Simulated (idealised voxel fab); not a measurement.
Process module name: voxel wiring stack
Square cells of 5 nm make up the cross-section cut, whose width is 250 nm.
Cross-section spec: square-cell grid; bands listed top down; each band is one or more rows. Each band's line starts with the height of the band's top and of its bottom, in nm. Then come its materials from left to right, each with its width in nm. One material with "edge to edge" fills the band from edge to edge. "air" is empty space. Convention: height 0 is the level below which the wafer, as received, is all one material. The lowest band does not terminate at the bottom but continues downward, represented as "z 0 and below". With a width like "30..40", each row of cells in the band differs from the next by the same amount, the top row carrying the first number and the bottom row the second. Reading "remains unaltered" for a step: not a cell of the cross-section changed in it. Reported under the label "Enclosed internal voids" are the empty spaces having no open way to the top and comprising 8 cells or more; the notation for each is width x height at distance, in which the distance is measured from the left edge and all three values are in nm. Read whatever lies past the settings on a step's line as the simulator's own remark about the step. Each step line may optionally specify "overlay nm", which for a step with a mask gives the rightward distance between the mask's planned place and where it lay, a negative value indicating the leftward direction.

-- Below is the list of planned process steps
1,RECEIVE (material Si)
2,CONFORMAL_DEP (material SiO2; thk nm 15)
3,CONFORMAL_DEP (material SiN; thk nm 5)
4,DIRECTIONAL_DEP (material lowk; thk nm 20)
5,MASKED_ETCH (tone open; mask id METAL_1; width nm 30; pitch nm 60; etch materials lowk; depth nm 20; overlay nm 0)
6,MASKED_ETCH (tone open; mask id METAL_1; width nm 30; pitch nm 60; etch materials SiN; depth nm 5; overlay nm 0)
7,CONFORMAL_DEP (material TiN; thk nm 5)
8,FILL_DEP (material Cu; thk nm 10)
9,CMP (height nm 40)
10,CONFORMAL_DEP (material SiCN; thk nm 5)
11,DIRECTIONAL_DEP (material lowk; thk nm 20)
12,PATTERN (tone open; mask id PLUG_1; material resist; width nm 15; pitch nm 60; thk nm 15; overlay nm 0)
13,DIRECTIONAL_ETCH (etch materials lowk; depth nm 20)
14,DIRECTIONAL_ETCH (etch materials SiCN; depth nm 5)
15,STRIP (etch materials resist)
16,CONFORMAL_DEP (material TiN; thk nm 5)
17,FILL_DEP (material Ru; thk nm 5)
18,CMP (height nm 65)
19,CONFORMAL_DEP (material SiN; thk nm 5)
20,DIRECTIONAL_DEP (material SiO2; thk nm 15)
21,DIRECTIONAL_DEP (material aC; thk nm 15)
22,PATTERN (tone open; mask id METAL_2; material resist; width nm 30; pitch nm 60; thk nm 35; overlay nm 0)
23,DIRECTIONAL_ETCH (etch materials aC; depth nm 15)
24,STRIP (etch materials resist)
25,DIRECTIONAL_ETCH (etch materials SiO2; depth nm 15)
26,DIRECTIONAL_ETCH (etch materials SiN; depth nm 5)
27,STRIP (etch materials aC)
28,CONFORMAL_DEP (material TiN; thk nm 5)
29,FILL_DEP (material Cu; thk nm 5)
30,CMP (height nm 85)
31,CONFORMAL_DEP (material SiN; thk nm 5)

-- Cross-sectional view of the wafer in its as-received condition, corresponding to the state after step 1
z 0 and below  Si edge to edge
Enclosed internal voids: none

-- End-of-module XS, first of two wafers, run as planned
z 90 to 85  SiN edge to edge
z 85 to 70  50 SiO2, then 5 TiN, then 20 Cu, then 5 TiN, then 30 SiO2, then 5 TiN, then 20 Cu, then 5 TiN, then 30 SiO2, then 5 TiN, then 20 Cu, then 5 TiN, then 50 SiO2
z 70 to 65  50 SiN, then 30 TiN, then 30 SiN, then 30 TiN, then 30 SiN, then 30 TiN, then 50 SiN
z 65 to 45  50 lowk, then 5 TiN, then 5 Ru, then 5 TiN, then 45 lowk, then 5 TiN, then 5 Ru, then 5 TiN, then 45 lowk, then 5 TiN, then 5 Ru, then 5 TiN, then 65 lowk
z 45 to 40  50 SiCN, then 15 TiN, then 45 SiCN, then 15 TiN, then 45 SiCN, then 15 TiN, then 65 SiCN
z 40 to 20  50 lowk, then 5 TiN, then 20 Cu, then 5 TiN, then 30 lowk, then 5 TiN, then 20 Cu, then 5 TiN, then 30 lowk, then 5 TiN, then 20 Cu, then 5 TiN, then 50 lowk
z 20 to 15  50 SiN, then 30 TiN, then 30 SiN, then 30 TiN, then 30 SiN, then 30 TiN, then 50 SiN
z 15 to 0  SiO2 edge to edge
z 0 and below  Si edge to edge
Enclosed internal voids: none

-- This is the second of the two wafers, cross-sectioned at the end of the module; it started exactly like the first and was given the same plan, but it was run with one mistake
z 90 to 85  SiN edge to edge
z 85 to 70  50 SiO2, then 5 TiN, then 20 Cu, then 5 TiN, then 30 SiO2, then 5 TiN, then 20 Cu, then 5 TiN, then 30 SiO2, then 5 TiN, then 20 Cu, then 5 TiN, then 50 SiO2
z 70 to 65  50 SiN, then 30 TiN, then 30 SiN, then 30 TiN, then 30 SiN, then 30 TiN, then 50 SiN
z 65 to 45  50 lowk, then 5 TiN, then 5 Ru, then 5 TiN, then 45 lowk, then 5 TiN, then 5 Ru, then 5 TiN, then 45 lowk, then 5 TiN, then 5 Ru, then 5 TiN, then 65 lowk
z 45 to 40  50 SiCN, then 15 TiN, then 45 SiCN, then 15 TiN, then 45 SiCN, then 15 TiN, then 65 SiCN
z 40 to 35  50 lowk, then 5 TiN, then 20 Cu, then 5 TiN, then 30 lowk, then 5 TiN, then 20 Cu, then 5 TiN, then 30 lowk, then 5 TiN, then 20 Cu, then 5 TiN, then 50 lowk
z 35 to 30  50 SiN, then 30 TiN, then 30 SiN, then 30 TiN, then 30 SiN, then 30 TiN, then 50 SiN
z 30 to 0  SiO2 edge to edge
z 0 and below  Si edge to edge
Enclosed internal voids: none
Plan not followed: step 2 of the plan was performed twice
Looking at both finished wafers in cells, the second ends up ahead of or behind the first on some materials: -36 Cu, +150 SiO2, -18 TiN, -96 lowk
